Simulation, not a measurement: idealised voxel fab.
The following process module bears the name voxel double patterning.
FYI the section here is cut, 160 nm wide, cells are 5 nm squares.
In what follows, cross-sections appear as grids of square cells, described through bands that run from the top down, where every band is one or more rows of cells. Quick guide to a band line: top height, bottom height (nm) up front; then every material left to right with its width in nm. Only one material and it's marked "full width"? Then it fills the band edge to edge. And "empty" just means empty space. Heights are measured from 0, the level below which the as-received wafer is all one material; the lowest band has no bottom and continues downward, written as in "z 0 and below". Quick explanation for "30 to 40": the width changes in equal steps down the rows of cells, from the first number in the band's top row to the second number in its bottom row. It should be understood that the words "all unchanged", when stated for a given step, signify that the cross-section underwent no change in any of its cells during that step. Empty spaces without an open route to the top, at least 8 cells in extent, make up the entry "Listed closed voids"; each is given as width x height at distance, where the distance is measured from the left edge, and all are in nm. Read whatever lies past the settings on a step's line as the simulator's own remark about the step. "overlay nm" denotes, for a step that has a mask, the displacement of the mask to the right of its planned place, with negative values corresponding to the left.

PROCESS STEPS (PLANNED)
step 1: RECEIVE | material Si
step 2: CONFORMAL_DEP | material SiN | thk nm 5
step 3: DIRECTIONAL_DEP | material SiO2 | thk nm 20
step 4: DIRECTIONAL_DEP | material SiCN | thk nm 5
step 5: DIRECTIONAL_DEP | material aC | thk nm 15
step 6: PATTERN | tone open | mask id FIRST | material resist | width nm 15 | pitch nm 50 | thk nm 30 | overlay nm 0
step 7: DIRECTIONAL_ETCH | etch materials aC | depth nm 15
step 8: STRIP | etch materials resist
step 9: DIRECTIONAL_ETCH | etch materials SiCN | depth nm 5
step 10: STRIP | etch materials aC
step 11: DIRECTIONAL_DEP | material aC | thk nm 10
step 12: PATTERN | tone open | mask id SECOND | material resist | width nm 15 | thk nm 25 | overlay nm 0
step 13: DIRECTIONAL_ETCH | etch materials aC | depth nm 10
step 14: STRIP | etch materials resist
step 15: DIRECTIONAL_ETCH | etch materials SiCN | depth nm 5
step 16: STRIP | etch materials aC
step 17: DIRECTIONAL_ETCH | etch materials SiO2 | depth nm 20
step 18: STRIP | etch materials SiCN

AS-RECEIVED WAFER CROSS-SECTION (AFTER STEP 1)
* z 0 and below  Si full width
* Listed closed voids: none

FIRST WAFER AT THE END, AS PLANNED
* z 25 to 5  45 SiO2 / 15 empty / 10 SiO2 / 15 empty / 10 SiO2 / 15 empty / 50 SiO2
* z 5 to 0  SiN full width
* z 0 and below  Si full width
* Listed closed voids: none

WHAT THE SECOND WAFER LOOKS LIKE IN CROSS-SECTION ONCE THE MODULE IS DONE. ITS START AND ITS PLAN MATCHED THE FIRST WAFER'S EXACTLY; WHAT DIFFERED WAS ONE MISTAKE IN HOW IT WAS RUN
* z 25 to 5  70 empty / 15 SiO2 / 75 empty
* z 5 to 0  SiN full width
* z 0 and below  Si full width
* Listed closed voids: none
The mistake made against the process plan was this: for step 12, the planned setting was not used; the step was instead run as PATTERN | tone cover | mask id SECOND | material resist | width nm 15 | thk nm 25 | overlay nm 0
Cell-count delta at end, second wafer over first, by material: 80 fewer of SiO2
